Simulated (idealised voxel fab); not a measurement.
Herein follows the process module entitled voxel tone inversion.
We display cut, a cross-section 300 nm in width whose square cells are each 5 nm.
Cross-section format: a grid of square cells, given as bands from top to bottom; each band is one or more rows of cells. The entry gives the band's vertical extent as a top height and a bottom height in nm, then its horizontal make-up as materials from left to right, each with a width in nm. "blank" stands for empty space; a single material marked "all across" fills the band edge to edge. We count height from 0. Below that, the starting wafer is all one material. The lowest band never ends at the bottom but goes on down; see "0 and below" for how that is written. A width given as "30..40" starts at the first number in the band's top row and ends at the second number in its bottom row, shifting by an equal amount at every step from row to row. What does "nothing altered" mean for a step? It means no cell of the cross-section changed in that step. Empty spaces counting at least 8 cells and having no open way to the top are listed in "Closed empty spaces". The notation width x height at distance is used for each, the distance being from the left edge and all three values in nm. The remark found on a step's line after its settings is issued by the simulator itself and pertains to that step. The setting "overlay nm" may be written on the line of a step. When the step uses a mask, the value reports how far to the right of the planned place the mask lay, and a negative value reports that it lay to the left.

-- The process steps that were planned are listed below
1. RECEIVE (material Si)
2. CONFORMAL_DEP (material SiN; thk nm 10)
3. DIRECTIONAL_DEP (material aC; thk nm 25)
4. PATTERN (tone cover; mask id POSTS; material resist; width nm 20; pitch nm 35; thk nm 35; overlay nm 0)
5. DIRECTIONAL_ETCH (etch materials aC; depth nm 25)
6. STRIP (etch materials resist)
7. FILL_DEP (material SiO2; thk nm 5)
8. CMP (height nm 35)
9. STRIP (etch materials aC)

-- Cross-sectional view of the wafer in its as-received condition, corresponding to the state after step 1
0 and below | Si all across
Closed empty spaces: none

-- first wafer at the end, as planned
35 down to 10 | SiO2 120 / blank 20 / SiO2 15 / blank 20 / SiO2 125
10 down to 0 | SiN all across
0 and below | Si all across
Closed empty spaces: none

-- Cross-sectional view of the second of two wafers upon completion of the module. This wafer shared its starting condition and process plan with the first; one error was made during its execution
35 down to 30 | SiO2 all across
30 down to 10 | SiO2 120 / aC 20 / SiO2 15 / aC 20 / SiO2 125
10 down to 0 | SiN all across
0 and below | Si all across
Closed empty spaces: none
What went wrong in running the wafer? step 3 was run on a setting that differed from the plan, and what really ran there is DIRECTIONAL_DEP (material aC; thk nm 20)
Bottom line after processing is that, in cells, the second wafer is up or down on some materials versus the first: SiO2 +8, aC +32
